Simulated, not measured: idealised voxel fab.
Process module, titled voxel gate over fins
In the cross-section labelled cut, the width is 195 nm and each square cell is 5 nm.
Cross-section, as written here: a square-cell grid given band by band from the top down, where a band holds one or more rows of cells.
A band entry consists of two parts. The first gives the height of the band's top and the height of its bottom, in nm. The rest lists the band's materials from left to right, each with its width in nm. A single material labelled with the word "throughout" fills the band from edge to edge, and the word "empty" marks empty space.
Heads up on the height convention: 0 is the point under which the incoming wafer is all one material, and the lowest band has no bottom, it just keeps going down, like "z 0 and below".
A width such as "30->40" changes by the same amount from each row of cells to the next, from the band's top row to its bottom row.
Step note "changes: none" = no cross-section cell changed.
Heads up: "Enclosed void catalog" only lists the empty pockets with no open path to the top that are 8 cells or more, and it writes them as width x height at distance, distance from the left edge, in nm.
Note: text after step settings on the step line = simulator remark on that step.
"overlay nm" denotes, for a step that has a mask, the displacement of the mask to the right of its planned place, with negative values corresponding to the left.

The steps planned for the process are as follows:
1: op RECEIVE | material Si
2: op CONFORMAL_DEP | material SiN | thk nm 5
3: op DIRECTIONAL_DEP | material aC | thk nm 15
4: op PATTERN | tone cover | mask id FINS | material resist | width nm 15 | pitch nm 50 | thk nm 35 | overlay nm -15
5: op DIRECTIONAL_ETCH | etch materials aC | depth nm 15
6: op STRIP | etch materials resist
7: op DIRECTIONAL_ETCH | etch materials SiN | depth nm 5
8: op DIRECTIONAL_ETCH | etch materials Si | depth nm 40
9: op STRIP | etch materials aC
10: op FILL_DEP | material SiO2 | thk nm 15
11: op CMP | height nm 5
12: op DIRECTIONAL_DEP | material aC | thk nm 15
13: op PATTERN | tone open | mask id RAIL | material resist | width nm 15 | thk nm 30 | overlay nm 0
14: op DIRECTIONAL_ETCH | etch materials aC | depth nm 15
15: op STRIP | etch materials resist
16: op DIRECTIONAL_ETCH | etch materials SiO2 | depth nm 40
17: op STRIP | etch materials aC
18: op CONFORMAL_DEP | material TiN | thk nm 5
19: op FILL_DEP | material W | thk nm 5
20: op CMP | height nm 5
21: op SELECTIVE_ETCH | etch materials W Ru TiN | depth nm 25
22: op FILL_DEP | material SiO2 | thk nm 5
23: op CMP | height nm 5
24: op SELECTIVE_ETCH | etch materials SiO2 | depth nm 15
25: op STRIP | etch materials SiN
26: op CONFORMAL_DEP | material HfO2 | thk nm 5
27: op CONFORMAL_DEP | material TiN | thk nm 5
28: op CONFORMAL_DEP | material TiAl | thk nm 5
29: op CONFORMAL_DEP | material TiN | thk nm 5
30: op FILL_DEP | material W | thk nm 10
31: op CMP | height nm 25
32: op CONFORMAL_DEP | material SiN | thk nm 10
Quick note for whoever runs this: the wafers start identical, but the overlay nm at step 4 isn't the same across them. The plan just shows what the first wafer had.

As received, i.e. after step 1: cross-section through the first of several wafers:
    z 0 and below | Si throughout
    Enclosed void catalog: none

Shown in cross-section: the first of several wafers at the end of the module, after its last step, step 32:
    z 35 to 25 | SiN throughout
    z 25 to 20 | W throughout
    z 20 to 15 | 30 W | 105 TiN | 60 W
    z 15 to 10 | 30 W | 5 TiN | 45 TiAl | 5 TiN | 45 TiAl | 5 TiN | 60 W
    z 10 to 5 | 35 TiN | 5 TiAl | 35 TiN | 5 TiAl | 5 TiN | 5 TiAl | 35 TiN | 5 TiAl | 65 TiN
    z 5 to 0 | 40 TiAl | 5 TiN | 25 HfO2 | 5 TiN | 15 TiAl | 5 TiN | 25 HfO2 | 5 TiN | 70 TiAl
    z 0 to -5 | 45 TiN | 5 HfO2 | 15 Si | 5 HfO2 | 25 TiN | 5 HfO2 | 15 Si | 5 HfO2 | 75 TiN
    z -5 to -10 | 50 HfO2 | 15 Si | 35 HfO2 | 15 Si | 80 HfO2
    z -10 to -20 | 50 SiO2 | 15 Si | 35 SiO2 | 15 Si | 80 SiO2
    z -20 to -35 | 50 SiO2 | 15 Si | 25 SiO2 | 10 TiN | 15 Si | 80 SiO2
    z -35 to -40 | 50 SiO2 | 15 Si | 35 SiO2 | 15 Si | 80 SiO2
    z -40 and below | Si throughout
    Enclosed void catalog: none

A cross-section through the last wafer at the close of the module:
    z 35 to 25 | SiN throughout
    z 25 to 20 | W throughout
    z 20 to 15 | 60 W | 105 TiN | 30 W
    z 15 to 10 | 60 W | 5 TiN | 45 TiAl | 5 TiN | 45 TiAl | 5 TiN | 30 W
    z 10 to 5 | 65 TiN | 5 TiAl | 35 TiN | 5 TiAl | 5 TiN | 5 TiAl | 35 TiN | 5 TiAl | 35 TiN
    z 5 to 0 | 70 TiAl | 5 TiN | 25 HfO2 | 5 TiN | 15 TiAl | 5 TiN | 25 HfO2 | 5 TiN | 40 TiAl
    z 0 to -5 | 75 TiN | 5 HfO2 | 15 Si | 5 HfO2 | 25 TiN | 5 HfO2 | 15 Si | 5 HfO2 | 45 TiN
    z -5 to -10 | 80 HfO2 | 15 Si | 35 HfO2 | 15 Si | 50 HfO2
    z -10 to -20 | 80 SiO2 | 15 Si | 35 SiO2 | 15 Si | 50 SiO2
    z -20 to -35 | 80 SiO2 | 15 Si | 10 TiN | 25 SiO2 | 15 Si | 50 SiO2
    z -35 to -40 | 80 SiO2 | 15 Si | 35 SiO2 | 15 Si | 50 SiO2
    z -40 and below | Si throughout
    Enclosed void catalog: none

Heads up, this table goes wafer by wafer. A row tells you, at the end of the module, how many cells of each material that wafer has put on (+) or dropped (-) since it was received, and then its closed voids:
overlay nm -15 | +47 HfO2 | -264 Si | +78 SiN | +192 SiO2 | +47 TiAl | +98 TiN | +75 W | Enclosed void catalog: none
overlay nm -10 | +47 HfO2 | -264 Si | +78 SiN | +189 SiO2 | +47 TiAl | +99 TiN | +77 W | Enclosed void catalog: none
overlay nm -5 | +47 HfO2 | -264 Si | +78 SiN | +189 SiO2 | +47 TiAl | +99 TiN | +77 W | Enclosed void catalog: none
overlay nm 0 | +47 HfO2 | -264 Si | +78 SiN | +189 SiO2 | +47 TiAl | +99 TiN | +77 W | Enclosed void catalog: none
overlay nm 5 | +47 HfO2 | -264 Si | +78 SiN | +189 SiO2 | +47 TiAl | +99 TiN | +77 W | Enclosed void catalog: none
overlay nm 10 | +47 HfO2 | -264 Si | +78 SiN | +189 SiO2 | +47 TiAl | +99 TiN | +77 W | Enclosed void catalog: none
overlay nm 15 | +47 HfO2 | -264 Si | +78 SiN | +192 SiO2 | +47 TiAl | +98 TiN | +75 W | Enclosed void catalog: none
